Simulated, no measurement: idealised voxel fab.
Module name: voxel gate over fins (process module)
Cross-section cut spans 290 nm and uses square cells 5 nm in size.
Cross-section, as written here: a square-cell grid given band by band from the top down, where a band holds one or more rows of cells. Within each band entry, the heights of the top and of the bottom of the band appear first, in that order and in nm; the materials of the band then follow from left to right, each with its corresponding width in nm. The designation "throughout" on a single material indicates that it fills the band from edge to edge; the designation "empty" indicates empty space. Height is counted from the level 0, under which the received wafer is composed throughout of one material. The lowest of the bands is not closed at the bottom but continues downward, in the notation "top 0, no bottom". Width "30 to 40": first value at the band's top row of cells, second value at its bottom row, equal change from row to row. No cell of the cross-section changed in a step that is given as "remains unaltered". Look at "Internal closed voids" for the closed voids: empty spaces with no open path to the top, sized 8 cells or up. Each is width x height at distance, distance from the left edge, all nm. It should be noted that, on the line of a given step, the content following the step's settings is a remark produced by the simulator itself with respect to that step. You can add "overlay nm" to a step's line. For a step with a mask, it describes how far the mask lay to the right of its planned position, and a negative number describes a lay to the left.
### Process steps (planned)
1 op RECEIVE | material Si
2 op CONFORMAL_DEP | material SiN | thk nm 5
3 op PATTERN | tone cover | mask id FINS | material resist | width nm 15 | pitch nm 35 | thk nm 20 | overlay nm 0
4 op DIRECTIONAL_ETCH | etch materials SiN | depth nm 5
5 op DIRECTIONAL_ETCH | etch materials Si | depth nm 35
6 op STRIP | etch materials resist
7 op FILL_DEP | material SiO2 | thk nm 5
8 op CMP | height nm 5
9 op SELECTIVE_ETCH | etch materials SiO2 | depth nm 20
10 op STRIP | etch materials SiN
11 op CONFORMAL_DEP | material HfO2 | thk nm 5
12 op CONFORMAL_DEP | material TiN | thk nm 5
13 op CONFORMAL_DEP | material TiAl | thk nm 5
14 op CONFORMAL_DEP | material TiN | thk nm 5
15 op FILL_DEP | material W | thk nm 10
16 op CMP | height nm 25
17 op CONFORMAL_DEP | material SiCN | thk nm 5
### Of two wafers, the first: run according to plan
### As received (post step 1): cross-section
  top 0, no bottom | Si throughout
  Internal closed voids: none
### Take a look at the wafer's cross-section after step 2
  top 5, bottom 0 | SiN throughout
  Under 0: no change, same as before.
### Take a look at the wafer's cross-section after step 3
  top 25, bottom 5 | 100 nm empty  15 nm resist  20 nm empty  15 nm resist  20 nm empty  15 nm resist  105 nm empty
  Under 5: no change, same as before.
### Take a look at the wafer's cross-section after step 4
  top 25, bottom 5 | 100 nm empty  15 nm resist  20 nm empty  15 nm resist  20 nm empty  15 nm resist  105 nm empty
  top 5, bottom 0 | 100 nm empty  15 nm SiN  20 nm empty  15 nm SiN  20 nm empty  15 nm SiN  105 nm empty
  Under 0: no change, same as before.
### Take a look at the wafer's cross-section after step 5
  top 25, bottom 5 | 100 nm empty  15 nm resist  20 nm empty  15 nm resist  20 nm empty  15 nm resist  105 nm empty
  top 5, bottom 0 | 100 nm empty  15 nm SiN  20 nm empty  15 nm SiN  20 nm empty  15 nm SiN  105 nm empty
  top 0, bottom -35 | 100 nm empty  15 nm Si  20 nm empty  15 nm Si  20 nm empty  15 nm Si  105 nm empty
  Under -35: no change, same as before.
### Take a look at the wafer's cross-section after step 6
  top 5, bottom 0 | 100 nm empty  15 nm SiN  20 nm empty  15 nm SiN  20 nm empty  15 nm SiN  105 nm empty
  Under 0: no change, same as before.
### Take a look at the wafer's cross-section after step 7
  top 10, bottom 5 | SiO2 throughout
  top 5, bottom 0 | 100 nm SiO2  15 nm SiN  20 nm SiO2  15 nm SiN  20 nm SiO2  15 nm SiN  105 nm SiO2
  top 0, bottom -35 | 100 nm SiO2  15 nm Si  20 nm SiO2  15 nm Si  20 nm SiO2  15 nm Si  105 nm SiO2
  Under -35: no change, same as before.
### Take a look at the wafer's cross-section after step 8
  top 5, bottom 0 | 100 nm SiO2  15 nm SiN  20 nm SiO2  15 nm SiN  20 nm SiO2  15 nm SiN  105 nm SiO2
  Under 0: no change, same as before.
### Take a look at the wafer's cross-section after step 9
  top 5, bottom 0 | 100 nm empty  15 nm SiN  20 nm empty  15 nm SiN  20 nm empty  15 nm SiN  105 nm empty
  top 0, bottom -15 | 100 nm empty  15 nm Si  20 nm empty  15 nm Si  20 nm empty  15 nm Si  105 nm empty
  Under -15: no change, same as before.
### Take a look at the wafer's cross-section after step 10
  top 0, bottom -15 | 100 nm empty  15 nm Si  20 nm empty  15 nm Si  20 nm empty  15 nm Si  105 nm empty
  Under -15: no change, same as before.
### Take a look at the wafer's cross-section after step 11
  top 5, bottom 0 | 95 nm empty  25 nm HfO2  10 nm empty  25 nm HfO2  10 nm empty  25 nm HfO2  100 nm empty
  top 0, bottom -10 | 95 nm empty  5 nm HfO2  15 nm Si  5 nm HfO2  10 nm empty  5 nm HfO2  15 nm Si  5 nm HfO2  10 nm empty  5 nm HfO2  15 nm Si  5 nm HfO2  100 nm empty
  top -10, bottom -15 | 100 nm HfO2  15 nm Si  20 nm HfO2  15 nm Si  20 nm HfO2  15 nm Si  105 nm HfO2
  Under -15: no change, same as before.
### Take a look at the wafer's cross-section after step 12
  top 10, bottom 5 | 90 nm empty  105 nm TiN  95 nm empty
  top 5, bottom 0 | 90 nm empty  5 nm TiN  25 nm HfO2  10 nm TiN  25 nm HfO2  10 nm TiN  25 nm HfO2  5 nm TiN  95 nm empty
  top 0, bottom -5 | 90 nm empty  5 nm TiN  5 nm HfO2  15 nm Si  5 nm HfO2  10 nm TiN  5 nm HfO2  15 nm Si  5 nm HfO2  10 nm TiN  5 nm HfO2  15 nm Si  5 nm HfO2  5 nm TiN  95 nm empty
  top -5, bottom -10 | 95 nm TiN  5 nm HfO2  15 nm Si  5 nm HfO2  10 nm TiN  5 nm HfO2  15 nm Si  5 nm HfO2  10 nm TiN  5 nm HfO2  15 nm Si  5 nm HfO2  100 nm TiN
  Under -10: no change, same as before.
### Take a look at the wafer's cross-section after step 13
  top 15, bottom 10 | 85 nm empty  115 nm TiAl  90 nm empty
  top 10, bottom 5 | 85 nm empty  5 nm TiAl  105 nm TiN  5 nm TiAl  90 nm empty
  top 5, bottom 0 | 85 nm empty  5 nm TiAl  5 nm TiN  25 nm HfO2  10 nm TiN  25 nm HfO2  10 nm TiN  25 nm HfO2  5 nm TiN  5 nm TiAl  90 nm empty
  top 0, bottom -5 | 90 nm TiAl  5 nm TiN  5 nm HfO2  15 nm Si  5 nm HfO2  10 nm TiN  5 nm HfO2  15 nm Si  5 nm HfO2  10 nm TiN  5 nm HfO2  15 nm Si  5 nm HfO2  5 nm TiN  95 nm TiAl
  Under -5: no change, same as before.
### Take a look at the wafer's cross-section after step 14
  top 20, bottom 15 | 80 nm empty  125 nm TiN  85 nm empty
  top 15, bottom 10 | 80 nm empty  5 nm TiN  115 nm TiAl  5 nm TiN  85 nm empty
  top 10, bottom 5 | 80 nm empty  5 nm TiN  5 nm TiAl  105 nm TiN  5 nm TiAl  5 nm TiN  85 nm empty
  top 5, bottom 0 | 85 nm TiN  5 nm TiAl  5 nm TiN  25 nm HfO2  10 nm TiN  25 nm HfO2  10 nm TiN  25 nm HfO2  5 nm TiN  5 nm TiAl  90 nm TiN
  Under 0: no change, same as before.
### Take a look at the wafer's cross-section after step 15
  top 30, bottom 20 | W throughout
  top 20, bottom 15 | 80 nm W  125 nm TiN  85 nm W
  top 15, bottom 10 | 80 nm W  5 nm TiN  115 nm TiAl  5 nm TiN  85 nm W
  top 10, bottom 5 | 80 nm W  5 nm TiN  5 nm TiAl  105 nm TiN  5 nm TiAl  5 nm TiN  85 nm W
  Under 5: no change, same as before.
### Take a look at the wafer's cross-section after step 16
  top 25, bottom 20 | W throughout
  Under 20: no change, same as before.
### Take a look at the wafer's cross-section after step 17
  top 30, bottom 25 | SiCN throughout
  Under 25: no change, same as before.
### What follows concerns the second wafer, which started out like the first and was meant to follow the very same plan; one mistake crept in when it was run, but everything up to and including step 4 is the same as for the first wafer
### The second wafer cut through, at the time step 5 was supposed to be finished
  top 25, bottom 5 | 100 nm empty  15 nm resist  20 nm empty  15 nm resist  20 nm empty  15 nm resist  105 nm empty
  top 5, bottom 0 | 100 nm empty  15 nm SiN  20 nm empty  15 nm SiN  20 nm empty  15 nm SiN  105 nm empty
  top 0, bottom -70 | 100 nm empty  15 nm Si  20 nm empty  15 nm Si  20 nm empty  15 nm Si  105 nm empty
  Under -70: no change, same as before.
### The second wafer cut through, at the time step 6 was supposed to be finished
  top 5, bottom 0 | 100 nm empty  15 nm SiN  20 nm empty  15 nm SiN  20 nm empty  15 nm SiN  105 nm empty
  Under 0: no change, same as before.
### The second wafer cut through, at the time step 7 was supposed to be finished
  top 10, bottom 5 | SiO2 throughout
  top 5, bottom 0 | 100 nm SiO2  15 nm SiN  20 nm SiO2  15 nm SiN  20 nm SiO2  15 nm SiN  105 nm SiO2
  top 0, bottom -70 | 100 nm SiO2  15 nm Si  20 nm SiO2  15 nm Si  20 nm SiO2  15 nm Si  105 nm SiO2
  Under -70: no change, same as before.
### The second wafer cut through, at the time step 8 was supposed to be finished
  top 5, bottom 0 | 100 nm SiO2  15 nm SiN  20 nm SiO2  15 nm SiN  20 nm SiO2  15 nm SiN  105 nm SiO2
  Under 0: no change, same as before.
### The second wafer cut through, at the time step 9 was supposed to be finished
  top 5, bottom 0 | 100 nm empty  15 nm SiN  20 nm empty  15 nm SiN  20 nm empty  15 nm SiN  105 nm empty
  top 0, bottom -15 | 100 nm empty  15 nm Si  20 nm empty  15 nm Si  20 nm empty  15 nm Si  105 nm empty
  Under -15: no change, same as before.
### The second wafer cut through, at the time step 10 was supposed to be finished
  top 0, bottom -15 | 100 nm empty  15 nm Si  20 nm empty  15 nm Si  20 nm empty  15 nm Si  105 nm empty
  Under -15: no change, same as before.
### The second wafer cut through, at the time step 11 was supposed to be finished
  top 5, bottom 0 | 95 nm empty  25 nm HfO2  10 nm empty  25 nm HfO2  10 nm empty  25 nm HfO2  100 nm empty
  top 0, bottom -10 | 95 nm empty  5 nm HfO2  15 nm Si  5 nm HfO2  10 nm empty  5 nm HfO2  15 nm Si  5 nm HfO2  10 nm empty  5 nm HfO2  15 nm Si  5 nm HfO2  100 nm empty
  top -10, bottom -15 | 100 nm HfO2  15 nm Si  20 nm HfO2  15 nm Si  20 nm HfO2  15 nm Si  105 nm HfO2
  Under -15: no change, same as before.
### The second wafer cut through, at the time step 12 was supposed to be finished
  top 10, bottom 5 | 90 nm empty  105 nm TiN  95 nm empty
  top 5, bottom 0 | 90 nm empty  5 nm TiN  25 nm HfO2  10 nm TiN  25 nm HfO2  10 nm TiN  25 nm HfO2  5 nm TiN  95 nm empty
  top 0, bottom -5 | 90 nm empty  5 nm TiN  5 nm HfO2  15 nm Si  5 nm HfO2  10 nm TiN  5 nm HfO2  15 nm Si  5 nm HfO2  10 nm TiN  5 nm HfO2  15 nm Si  5 nm HfO2  5 nm TiN  95 nm empty
  top -5, bottom -10 | 95 nm TiN  5 nm HfO2  15 nm Si  5 nm HfO2  10 nm TiN  5 nm HfO2  15 nm Si  5 nm HfO2  10 nm TiN  5 nm HfO2  15 nm Si  5 nm HfO2  100 nm TiN
  Under -10: no change, same as before.
### The second wafer cut through, at the time step 13 was supposed to be finished
  top 15, bottom 10 | 85 nm empty  115 nm TiAl  90 nm empty
  top 10, bottom 5 | 85 nm empty  5 nm TiAl  105 nm TiN  5 nm TiAl  90 nm empty
  top 5, bottom 0 | 85 nm empty  5 nm TiAl  5 nm TiN  25 nm HfO2  10 nm TiN  25 nm HfO2  10 nm TiN  25 nm HfO2  5 nm TiN  5 nm TiAl  90 nm empty
  top 0, bottom -5 | 90 nm TiAl  5 nm TiN  5 nm HfO2  15 nm Si  5 nm HfO2  10 nm TiN  5 nm HfO2  15 nm Si  5 nm HfO2  10 nm TiN  5 nm HfO2  15 nm Si  5 nm HfO2  5 nm TiN  95 nm TiAl
  Under -5: no change, same as before.
### The second wafer cut through, at the time step 14 was supposed to be finished
  top 20, bottom 15 | 80 nm empty  125 nm TiN  85 nm empty
  top 15, bottom 10 | 80 nm empty  5 nm TiN  115 nm TiAl  5 nm TiN  85 nm empty
  top 10, bottom 5 | 80 nm empty  5 nm TiN  5 nm TiAl  105 nm TiN  5 nm TiAl  5 nm TiN  85 nm empty
  top 5, bottom 0 | 85 nm TiN  5 nm TiAl  5 nm TiN  25 nm HfO2  10 nm TiN  25 nm HfO2  10 nm TiN  25 nm HfO2  5 nm TiN  5 nm TiAl  90 nm TiN
  Under 0: no change, same as before.
### The second wafer cut through, at the time step 15 was supposed to be finished
  top 30, bottom 20 | W throughout
  top 20, bottom 15 | 80 nm W  125 nm TiN  85 nm W
  top 15, bottom 10 | 80 nm W  5 nm TiN  115 nm TiAl  5 nm TiN  85 nm W
  top 10, bottom 5 | 80 nm W  5 nm TiN  5 nm TiAl  105 nm TiN  5 nm TiAl  5 nm TiN  85 nm W
  Under 5: no change, same as before.
### The second wafer cut through, at the time step 16 was supposed to be finished
  top 25, bottom 20 | W throughout
  Under 20: no change, same as before.
### The second wafer cut through, at the time step 17 was supposed to be finished
  top 30, bottom 25 | SiCN throughout
  Under 25: no change, same as before.
What broke from the plan during processing? step 5 from the plan got run twice
Upon completion, the second wafer contains, in terms of cells, a greater or smaller amount of certain materials than the first wafer: Si: 343 fewer | SiO2: 343 more
